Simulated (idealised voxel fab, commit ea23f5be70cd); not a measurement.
Module name: voxel transistor to metal (process module)
The cross-section shown here is cut; it is 165 nm wide and divided into square cells measuring 5 nm on a side.
We lay out every cross-section as a grid of square cells and spell it out in bands from the top down, where one band means one or more rows of cells.
What a band's entry tells you: where the top is and where the bottom is, as heights in nm, and after that what lies inside, material by material from left to right, each with its width in nm. Empty space is written as the word "empty", and a single material marked with the word "full width" occupies the band from edge to edge.
It should be noted that heights are counted from 0, beneath which the wafer as supplied is of one material throughout, and that the lowest band possesses no lower boundary but continues downward, as written in "0 down".
Graded width ("30 to 40"): value in top row of band = first number; value in bottom row = second number; row-to-row change constant.
Step marked "no modifications"? Then no cell in the cross-section changed in it.
Any empty space of 8 cells or more lacking an open way to the top shows up in "Trapped void list" as width x height at distance, distance from the left edge, in nm.
Read whatever lies past the settings on a step's line as the simulator's own remark about the step.
overlay nm: on a step with a mask, how far right of its planned place the mask lay; negative means left.
## Intended process steps
| 1 | RECEIVE [material Si] |
| 2 | OXIDIZE [depth nm 5] |
| 3 | CONFORMAL_DEP [material SiN] [thk nm 15] |
| 4 | MASKED_ETCH [tone cover] [mask id ACTIVE] [width nm 105] [etch materials SiN] [depth nm 15] [overlay nm 0] |
| 5 | MASKED_ETCH [tone cover] [mask id ACTIVE] [width nm 105] [etch materials SiO2] [depth nm 5] [overlay nm 0] |
| 6 | MASKED_ETCH [tone cover] [mask id ACTIVE] [width nm 105] [etch materials Si] [depth nm 35] [overlay nm 0] |
| 7 | FILL_DEP [material SiO2] [thk nm 10] |
| 8 | CMP [height nm 15] |
| 9 | SELECTIVE_ETCH [etch materials SiO2] [depth nm 15] |
| 10 | STRIP [etch materials SiN] |
| 11 | SELECTIVE_ETCH [etch materials SiO2] [depth nm 5] |
| 12 | OXIDIZE [depth nm 5] |
| 13 | DIRECTIONAL_DEP [material polySi] [thk nm 20] |
| 14 | DIRECTIONAL_DEP [material SiCN] [thk nm 15] |
| 15 | PATTERN [tone cover] [mask id GATE] [material resist] [width nm 15] [thk nm 15] [overlay nm 0] |
| 16 | DIRECTIONAL_ETCH [etch materials SiCN] [depth nm 25] |
| 17 | DIRECTIONAL_ETCH [etch materials polySi] [depth nm 30] |
| 18 | STRIP [etch materials resist] |
| 19 | CONFORMAL_DEP [material SiN] [thk nm 5] |
| 20 | DIRECTIONAL_ETCH [etch materials SiN] [depth nm 5] |
| 21 | DIRECTIONAL_ETCH [etch materials SiO2] [depth nm 5] |
| 22 | DIRECTIONAL_ETCH [etch materials Si] [depth nm 15] |
| 23 | EPI [material SiGe] [thk nm 15] |
| 24 | FILL_DEP [material SiO2] [thk nm 5] |
| 25 | CMP [height nm 30] |
| 26 | DIRECTIONAL_DEP [material SiO2] [thk nm 10] |
| 27 | DIRECTIONAL_DEP [material aC] [thk nm 10] |
| 28 | PATTERN [tone open] [mask id CONTACT] [material resist] [width nm 20] [pitch nm 75] [thk nm 25] [overlay nm 0] |
| 29 | DIRECTIONAL_ETCH [etch materials aC] [depth nm 10] |
| 30 | STRIP [etch materials resist] |
| 31 | DIRECTIONAL_ETCH [etch materials SiO2] [depth nm 50] |
| 32 | STRIP [etch materials aC] |
| 33 | CONFORMAL_DEP [material TiN] [thk nm 5] |
| 34 | FILL_DEP [material Ru] [thk nm 5] |
| 35 | CMP [height nm 40] |
| 36 | DIRECTIONAL_DEP [material TiN] [thk nm 5] |
| 37 | DIRECTIONAL_DEP [material Ru] [thk nm 25] |
| 38 | PATTERN [tone cover] [mask id METAL_1] [material resist] [width nm 20] [pitch nm 75] [thk nm 15] [overlay nm 0] |
| 39 | DIRECTIONAL_ETCH [etch materials Ru] [depth nm 25] |
| 40 | DIRECTIONAL_ETCH [etch materials TiN] [depth nm 5] |
| 41 | STRIP [etch materials resist] |
| 42 | CONFORMAL_DEP [material SiCN] [thk nm 5] |
| 43 | FILL_DEP [material SiO2] [thk nm 10] |
| 44 | CMP [height nm 70] |
| 45 | CONFORMAL_DEP [material SiN] [thk nm 5] |
## Wafer at receipt (post step 1), cross-section
  0 down | Si full width
  Trapped void list: none
## Module complete, cross-section. Starting point and plan per above. One mistake made in running the module
  75 to 70 | SiN full width
  70 to 45 | SiO2=30 / SiCN=5 / Ru=20 / SiCN=5 / SiO2=45 / SiCN=5 / Ru=20 / SiCN=5 / SiO2=30
  45 to 40 | SiCN=35 / TiN=20 / SiCN=55 / TiN=20 / SiCN=35
  40 to 30 | SiO2=35 / TiN=5 / Ru=10 / TiN=5 / SiO2=55 / TiN=5 / Ru=10 / TiN=5 / SiO2=35
  30 to 25 | SiO2=35 / TiN=5 / Ru=10 / TiN=5 / SiO2=15 / SiN=5 / SiCN=15 / SiN=5 / SiO2=15 / TiN=5 / Ru=10 / TiN=5 / SiO2=35
  25 to 20 | SiO2=35 / TiN=20 / SiO2=15 / SiN=5 / SiCN=15 / SiN=5 / SiO2=15 / TiN=20 / SiO2=35
  20 to 15 | SiO2=35 / TiN=5 / SiGe=30 / SiN=5 / SiCN=15 / SiN=5 / SiGe=30 / TiN=5 / SiO2=35
  15 to 5 | SiO2=35 / TiN=5 / SiGe=30 / SiN=5 / polySi=15 / SiN=5 / SiGe=30 / TiN=5 / SiO2=35
  5 to -5 | SiO2=15 / SiGe=55 / SiN=5 / polySi=15 / SiN=5 / SiGe=55 / SiO2=15
  -5 to -10 | SiO2=15 / SiGe=55 / SiO2=25 / SiGe=55 / SiO2=15
  -10 to -25 | SiO2=30 / SiGe=40 / Si=25 / SiGe=40 / SiO2=30
  -25 to -40 | SiO2=30 / Si=105 / SiO2=30
  -40 down | Si full width
  Trapped void list: none
Deviation from plan: in the plan, step 23 was performed twice
